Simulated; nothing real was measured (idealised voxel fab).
The name of this process module is voxel double patterning.
Each square cell in cross-section cut measures 5 nm, and the section as a whole is 150 nm wide.
We lay out every cross-section as a grid of square cells and spell it out in bands from the top down, where one band means one or more rows of cells.
For a band, the entry starts with two heights in nm, that of the top and then that of the bottom, and carries on with the band's materials in order from left to right, each alongside its width in nm; the word "throughout" beside a single material means it fills the band edge to edge, and "empty" means empty space.
Height 0 is the level under which the wafer as received is all one material. The lowest band goes on downwards, as in "0..down".
A width given as "30->40" starts at the first number in the band's top row and ends at the second number in its bottom row, shifting by an equal amount at every step from row to row.
Take "nothing changed" at face value: in the step it is given for, the cross-section changed in none of its cells.
"Non-vented voids" lists enclosed empty spaces (at least 8 cells, no open path upward to the top), each as width x height at distance from the left edge, in nm.
Post-settings text on a step line: simulator's own remark regarding the step.
Each step line may optionally specify "overlay nm", which for a step with a mask gives the rightward distance between the mask's planned place and where it lay, a negative value indicating the leftward direction.

## Planned process steps
1: RECEIVE, material Si
2: CONFORMAL_DEP, material SiN, thk nm 5
3: DIRECTIONAL_DEP, material SiO2, thk nm 20
4: DIRECTIONAL_DEP, material SiCN, thk nm 5
5: DIRECTIONAL_DEP, material aC, thk nm 10
6: PATTERN, tone open, mask id FIRST, material resist, width nm 15, pitch nm 50, thk nm 25, overlay nm 0
7: DIRECTIONAL_ETCH, etch materials aC, depth nm 10
8: STRIP, etch materials resist
9: DIRECTIONAL_ETCH, etch materials SiCN, depth nm 5
10: STRIP, etch materials aC
11: PATTERN, tone open, mask id SECOND, material resist, width nm 15, pitch nm 50, thk nm 15, overlay nm 0
12: DIRECTIONAL_ETCH, etch materials SiCN, depth nm 5
13: STRIP, etch materials resist
14: DIRECTIONAL_ETCH, etch materials SiO2, depth nm 20
15: STRIP, etch materials SiCN

## Below: the first of two wafers, run as planned

## Cross-section: wafer on arrival = after step 1
- 0..down  Si throughout
- Non-vented voids: none

## Cross-section of the wafer after step 2
- 5..0  SiN throughout
- Anything lower than 0 is untouched.

## Cross-section of the wafer after step 3
- 25..5  SiO2 throughout
- Anything lower than 5 is untouched.

## Cross-section of the wafer after step 4
- 30..25  SiCN throughout
- Anything lower than 25 is untouched.

## Cross-section of the wafer after step 5
- 40..30  aC throughout
- Anything lower than 30 is untouched.

## Cross-section of the wafer after step 6
- 65..40  15 of resist, 15 of empty, 35 of resist, 15 of empty, 35 of resist, 15 of empty, 20 of resist
- Anything lower than 40 is untouched.

## Cross-section of the wafer after step 7
- 55..40  15 of resist, 15 of empty, 35 of resist, 15 of empty, 35 of resist, 15 of empty, 20 of resist
- 40..30  15 of aC, 15 of empty, 35 of aC, 15 of empty, 35 of aC, 15 of empty, 20 of aC
- Anything lower than 30 is untouched.

## Cross-section of the wafer after step 8
- 40..30  15 of aC, 15 of empty, 35 of aC, 15 of empty, 35 of aC, 15 of empty, 20 of aC
- Anything lower than 30 is untouched.

## Cross-section of the wafer after step 9
- 40..30  15 of aC, 15 of empty, 35 of aC, 15 of empty, 35 of aC, 15 of empty, 20 of aC
- 30..25  15 of SiCN, 15 of empty, 35 of SiCN, 15 of empty, 35 of SiCN, 15 of empty, 20 of SiCN
- Anything lower than 25 is untouched.

## Cross-section of the wafer after step 10
- 30..25  15 of SiCN, 15 of empty, 35 of SiCN, 15 of empty, 35 of SiCN, 15 of empty, 20 of SiCN
- Anything lower than 25 is untouched.

## Cross-section of the wafer after step 11
- 45..30  40 of resist, 15 of empty, 35 of resist, 15 of empty, 45 of resist
- 30..25  15 of SiCN, 15 of resist, 35 of SiCN, 15 of resist, 35 of SiCN, 15 of resist, 20 of SiCN
- Anything lower than 25 is untouched.

## Cross-section of the wafer after step 12
- 45..30  40 of resist, 15 of empty, 35 of resist, 15 of empty, 45 of resist
- 30..25  15 of SiCN, 15 of resist, 10 of SiCN, 15 of empty, 10 of SiCN, 15 of resist, 10 of SiCN, 15 of empty, 10 of SiCN, 15 of resist, 20 of SiCN
- Anything lower than 25 is untouched.

## Cross-section of the wafer after step 13
- 30..25  15 of SiCN, 15 of empty, 10 of SiCN, 15 of empty, 10 of SiCN, 15 of empty, 10 of SiCN, 15 of empty, 10 of SiCN, 15 of empty, 20 of SiCN
- Anything lower than 25 is untouched.

## Cross-section of the wafer after step 14
- 30..25  15 of SiCN, 15 of empty, 10 of SiCN, 15 of empty, 10 of SiCN, 15 of empty, 10 of SiCN, 15 of empty, 10 of SiCN, 15 of empty, 20 of SiCN
- 25..5  15 of SiO2, 15 of empty, 10 of SiO2, 15 of empty, 10 of SiO2, 15 of empty, 10 of SiO2, 15 of empty, 10 of SiO2, 15 of empty, 20 of SiO2
- Anything lower than 5 is untouched.

## Cross-section of the wafer after step 15
- 25..5  15 of SiO2, 15 of empty, 10 of SiO2, 15 of empty, 10 of SiO2, 15 of empty, 10 of SiO2, 15 of empty, 10 of SiO2, 15 of empty, 20 of SiO2
- Anything lower than 5 is untouched.

## The second wafer was prepared from the same starting point and under the same plan as the first; its processing contained one mistake, and it remains indistinguishable from the first wafer up to and including step 2

## Second wafer cross-section, taken as of the time the plan sets for step 3 to be done
- 45..5  SiO2 throughout
- Anything lower than 5 is untouched.

## Second wafer cross-section, taken as of the time the plan sets for step 4 to be done
- 50..45  SiCN throughout
- Anything lower than 45 is untouched.

## Second wafer cross-section, taken as of the time the plan sets for step 5 to be done
- 60..50  aC throughout
- Anything lower than 50 is untouched.

## Second wafer cross-section, taken as of the time the plan sets for step 6 to be done
- 85..60  15 of resist, 15 of empty, 35 of resist, 15 of empty, 35 of resist, 15 of empty, 20 of resist
- Anything lower than 60 is untouched.

## Second wafer cross-section, taken as of the time the plan sets for step 7 to be done
- 75..60  15 of resist, 15 of empty, 35 of resist, 15 of empty, 35 of resist, 15 of empty, 20 of resist
- 60..50  15 of aC, 15 of empty, 35 of aC, 15 of empty, 35 of aC, 15 of empty, 20 of aC
- Anything lower than 50 is untouched.

## Second wafer cross-section, taken as of the time the plan sets for step 8 to be done
- 60..50  15 of aC, 15 of empty, 35 of aC, 15 of empty, 35 of aC, 15 of empty, 20 of aC
- Anything lower than 50 is untouched.

## Second wafer cross-section, taken as of the time the plan sets for step 9 to be done
- 60..50  15 of aC, 15 of empty, 35 of aC, 15 of empty, 35 of aC, 15 of empty, 20 of aC
- 50..45  15 of SiCN, 15 of empty, 35 of SiCN, 15 of empty, 35 of SiCN, 15 of empty, 20 of SiCN
- Anything lower than 45 is untouched.

## Second wafer cross-section, taken as of the time the plan sets for step 10 to be done
- 50..45  15 of SiCN, 15 of empty, 35 of SiCN, 15 of empty, 35 of SiCN, 15 of empty, 20 of SiCN
- Anything lower than 45 is untouched.

## Second wafer cross-section, taken as of the time the plan sets for step 11 to be done
- 65..50  40 of resist, 15 of empty, 35 of resist, 15 of empty, 45 of resist
- 50..45  15 of SiCN, 15 of resist, 35 of SiCN, 15 of resist, 35 of SiCN, 15 of resist, 20 of SiCN
- Anything lower than 45 is untouched.

## Second wafer cross-section, taken as of the time the plan sets for step 12 to be done
- 65..50  40 of resist, 15 of empty, 35 of resist, 15 of empty, 45 of resist
- 50..45  15 of SiCN, 15 of resist, 10 of SiCN, 15 of empty, 10 of SiCN, 15 of resist, 10 of SiCN, 15 of empty, 10 of SiCN, 15 of resist, 20 of SiCN
- Anything lower than 45 is untouched.

## Second wafer cross-section, taken as of the time the plan sets for step 13 to be done
- 50..45  15 of SiCN, 15 of empty, 10 of SiCN, 15 of empty, 10 of SiCN, 15 of empty, 10 of SiCN, 15 of empty, 10 of SiCN, 15 of empty, 20 of SiCN
- Anything lower than 45 is untouched.

## Second wafer cross-section, taken as of the time the plan sets for step 14 to be done
- 50..45  15 of SiCN, 15 of empty, 10 of SiCN, 15 of empty, 10 of SiCN, 15 of empty, 10 of SiCN, 15 of empty, 10 of SiCN, 15 of empty, 20 of SiCN
- 45..25  15 of SiO2, 15 of empty, 10 of SiO2, 15 of empty, 10 of SiO2, 15 of empty, 10 of SiO2, 15 of empty, 10 of SiO2, 15 of empty, 20 of SiO2
- Anything lower than 25 is untouched.

## Second wafer cross-section, taken as of the time the plan sets for step 15 to be done
- 45..25  15 of SiO2, 15 of empty, 10 of SiO2, 15 of empty, 10 of SiO2, 15 of empty, 10 of SiO2, 15 of empty, 10 of SiO2, 15 of empty, 20 of SiO2
- Anything lower than 25 is untouched.
what went wrong: regarding the plan, step 3 was run twice
Final difference in cells, second wafer against first, listed per material as more or fewer: 120 more of SiO2
